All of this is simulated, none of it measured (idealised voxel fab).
Module name: voxel tone inversion (process module)
The cross-section on display is named cut; it measures 220 nm wide, and its cells are 5 nm squares.
Cross-section format: a grid of square cells, given as bands from top to bottom; each band is one or more rows of cells.
In this notation a band is specified by the heights of its top and bottom, in that order and in nm, after which its materials appear from left to right, each paired with its width in nm. The word "edge to edge" attached to a single material means that material fills the band from edge to edge; the word "blank" stands for empty space.
Heights are expressed relative to 0, this being the level below which the as-received wafer comprises one material exclusively. The lowest band is unbounded in the downward direction and is denoted as in "from 0 down".
Read "30 to 40" as a graded width: first number on top, second number at the bottom, same change between each pair of neighbouring rows.
Given "stayed the same" for a step, no cell of the cross-section differs between before and after that step.
In "Sealed internal cavities" the enclosed voids are listed, meaning empty spaces of 8 cells or larger without any opening to the top. The form is width x height at distance, distance from the left edge, units nm.
Read whatever lies past the settings on a step's line as the simulator's own remark about the step.
"overlay nm" denotes, for a step that has a mask, the displacement of the mask to the right of its planned place, with negative values corresponding to the left.

# Below is the list of planned process steps
- 1: RECEIVE [material Si]
- 2: CONFORMAL_DEP [material SiN] [thk nm 5]
- 3: DIRECTIONAL_DEP [material polySi] [thk nm 25]
- 4: PATTERN [tone cover] [mask id POSTS] [material resist] [width nm 15] [pitch nm 45] [thk nm 30] [overlay nm 0]
- 5: DIRECTIONAL_ETCH [etch materials polySi] [depth nm 25]
- 6: STRIP [etch materials resist]
- 7: FILL_DEP [material SiO2] [thk nm 10]
- 8: CMP [height nm 30]
- 9: STRIP [etch materials polySi]
- 10: CONFORMAL_DEP [material TiN] [thk nm 5]
- 11: FILL_DEP [material W] [thk nm 5]
- 12: CMP [height nm 30]
- 13: CONFORMAL_DEP [material SiCN] [thk nm 5]
Wafers differ in width nm at step 4; plan lists the first wafer's value; identical starting state.

# As-received state after step 1, first of several wafers, cross-section
* from 0 down | Si edge to edge
* Sealed internal cavities: none

# First wafer of several, cross-section, module end, after step 13 (last)
* from 35 to 30 | SiCN edge to edge
* from 30 to 10 | SiO2 35 nm / TiN 5 nm / W 5 nm / TiN 5 nm / SiO2 30 nm / TiN 5 nm / W 5 nm / TiN 5 nm / SiO2 30 nm / TiN 5 nm / W 5 nm / TiN 5 nm / SiO2 30 nm / TiN 5 nm / W 5 nm / TiN 5 nm / SiO2 35 nm
* from 10 to 5 | SiO2 35 nm / TiN 15 nm / SiO2 30 nm / TiN 15 nm / SiO2 30 nm / TiN 15 nm / SiO2 30 nm / TiN 15 nm / SiO2 35 nm
* from 5 to 0 | SiN edge to edge
* from 0 down | Si edge to edge
* Sealed internal cavities: none

# Cross-section, last wafer, module completion
* from 35 to 30 | SiCN edge to edge
* from 30 to 10 | SiO2 30 nm / TiN 5 nm / W 20 nm / TiN 5 nm / SiO2 15 nm / TiN 5 nm / W 20 nm / TiN 5 nm / SiO2 15 nm / TiN 5 nm / W 20 nm / TiN 5 nm / SiO2 15 nm / TiN 5 nm / W 20 nm / TiN 5 nm / SiO2 25 nm
* from 10 to 5 | SiO2 30 nm / TiN 30 nm / SiO2 15 nm / TiN 30 nm / SiO2 15 nm / TiN 30 nm / SiO2 15 nm / TiN 30 nm / SiO2 25 nm
* from 5 to 0 | SiN edge to edge
* from 0 down | Si edge to edge
* Sealed internal cavities: none

# wafer rows; end of module; cells per material since receipt: (+) gained, (-) lost; then closed voids
width nm 15; +44 SiCN; +44 SiN; +160 SiO2; +44 TiN; +16 W; Sealed internal cavities: none
width nm 20; +44 SiCN; +44 SiN; +140 SiO2; +48 TiN; +32 W; Sealed internal cavities: none
width nm 25; +44 SiCN; +44 SiN; +120 SiO2; +52 TiN; +48 W; Sealed internal cavities: none
width nm 30; +44 SiCN; +44 SiN; +100 SiO2; +56 TiN; +64 W; Sealed internal cavities: none
